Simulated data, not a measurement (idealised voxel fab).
You're looking at the process module voxel spacer lines.
Square cell edge 5 nm, section width 175 nm, ID cut.
A cross-section in this document is a grid of square cells, and it is written down as bands, the top band listed before the ones below it; a band is made up of one or more rows of cells. Heads up on the band format: heights come first, top then bottom, in nm. After that it's the materials left to right, each with its width in nm. A single material flagged "edge to edge" fills the whole band edge to edge, and "empty" means there's empty space there. Ref level 0: as-received wafer is one material below here. Bottom band extends down with no lower bound ("0 and below"). The notation "30..40" denotes a width that varies across the rows of cells in the band, beginning at the first number in the top row, finishing at the second number in the bottom row, and changing by an identical amount from each row to the next. "nothing was modified" means the step left every cell of the cross-section as it was. So "Closed internal voids" is basically the list of trapped voids: any empty space of 8 cells or more that can't reach the top through an opening. They're written width x height at distance, the distance being from the left edge, and it's all nm. The remark found on a step's line after its settings is issued by the simulator itself and pertains to that step. The "overlay nm" setting may appear on a step's line; for a step that uses a mask, it gives how far to the right of its planned position the mask lay, and a negative value indicates the left.
-- Process steps (planned)
1: op RECEIVE | material Si
2: op CONFORMAL_DEP | material Al2O3 | thk nm 5
3: op DIRECTIONAL_DEP | material TiN | thk nm 20
4: op DIRECTIONAL_DEP | material aC | thk nm 30
5: op PATTERN | tone cover | mask id MANDREL | material resist | width nm 20 | pitch nm 60 | thk nm 40 | overlay nm 0
6: op DIRECTIONAL_ETCH | etch materials aC | depth nm 30
7: op STRIP | etch materials resist
8: op CONFORMAL_DEP | material SiO2 | thk nm 5
9: op DIRECTIONAL_ETCH | etch materials SiO2 | depth nm 10
10: op STRIP | etch materials aC
11: op DIRECTIONAL_ETCH | etch materials TiN | depth nm 20
12: op STRIP | etch materials SiO2
For this document, wafers share an identical start and vary in the step 8 thk nm; the plan quotes the first wafer's value.
-- After step 1, as received: first of several wafers, cross-section
* 0 and below | Si edge to edge
* Closed internal voids: none
-- Table: wafers, a row each; end-of-module cell change per material since receipt, gain (+), loss (-); then closed voids
thk nm 5, +35 Al2O3, +24 TiN, Closed internal voids: none
thk nm 10, +35 Al2O3, +48 TiN, Closed internal voids: none
thk nm 15, +35 Al2O3, +140 TiN, +72 aC, Closed internal voids: none
thk nm 20, +35 Al2O3, +140 TiN, +72 aC, Closed internal voids: none
thk nm 25, +35 Al2O3, +140 TiN, +72 aC, Closed internal voids: none
